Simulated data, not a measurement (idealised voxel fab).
process module | voxel gate over fins
cross-section cut | 215 nm wide | cells 5 nm
A cross-section is a grid of square cells, given in bands from the top down. A band is one or more rows of cells.
Each band's line starts with the height of the band's top and of its bottom, in nm. Then come its materials from left to right, each with its width in nm. One material with "throughout" fills the band from edge to edge. "air" is empty space.
Height 0 is the level under which the wafer as received is all one material. The lowest band goes on downwards, as in "0 down".
A width such as "30 to 40" changes by the same amount from each row of cells to the next, from the band's top row to its bottom row.
"no change" after a step means that no cell of the cross-section changed.
closed voids: empty space of 8 cells or more with no open way to the top, each as width x height at its distance from the left edge, in nm
after a step's settings: what the simulator itself notes on the step
overlay nm, on a step with a mask: how far to the right of its planned place the mask lay; to the left if negative
plan
1 op RECEIVE | material Si
2 op CONFORMAL_DEP | material SiN | thk nm 10
3 op MASKED_ETCH | tone cover | mask id FINS | width nm 15 | pitch nm 40 | etch materials SiN | depth nm 10 | overlay nm 0
4 op MASKED_ETCH | tone cover | mask id FINS | width nm 15 | pitch nm 40 | etch materials Si | depth nm 35 | overlay nm 0
5 op OXIDIZE | depth nm 5
6 op FILL_DEP | material SiO2 | thk nm 5
7 op CMP | height nm 0
8 op SELECTIVE_ETCH | etch materials SiO2 | depth nm 20
9 op STRIP | etch materials SiN
10 op CONFORMAL_DEP | material HfO2 | thk nm 5
11 op CONFORMAL_DEP | material TiN | thk nm 5
12 op CONFORMAL_DEP | material TiAl | thk nm 5
13 op CONFORMAL_DEP | material TiN | thk nm 5
14 op FILL_DEP | material W | thk nm 10
15 op CMP | height nm 25
16 op CONFORMAL_DEP | material SiCN | thk nm 10
varied across the wafers: height nm of step 7. The plan shows the first wafer's value. All wafers start alike
first wafer as received, after step 1
  0 down: Si throughout
  closed voids: none
each wafer at the end: cells of each material gained (+) or lost (-) since it was received, then its closed voids
height nm 0 | +59 HfO2 | -328 Si | +86 SiCN | +164 SiO2 | +59 TiAl | +114 TiN | +147 W | closed voids: none
height nm 5 | +55 HfO2 | -328 Si | +86 SiCN | +205 SiO2 | +55 TiAl | +107 TiN | +121 W | closed voids: none
height nm 10 | +51 HfO2 | -328 Si | +86 SiCN | +246 SiO2 | +51 TiAl | +100 TiN | +95 W | closed voids: none
height nm 15 | +47 HfO2 | -328 Si | +86 SiCN | +287 SiO2 | +47 TiAl | +93 TiN | +69 W | closed voids: none
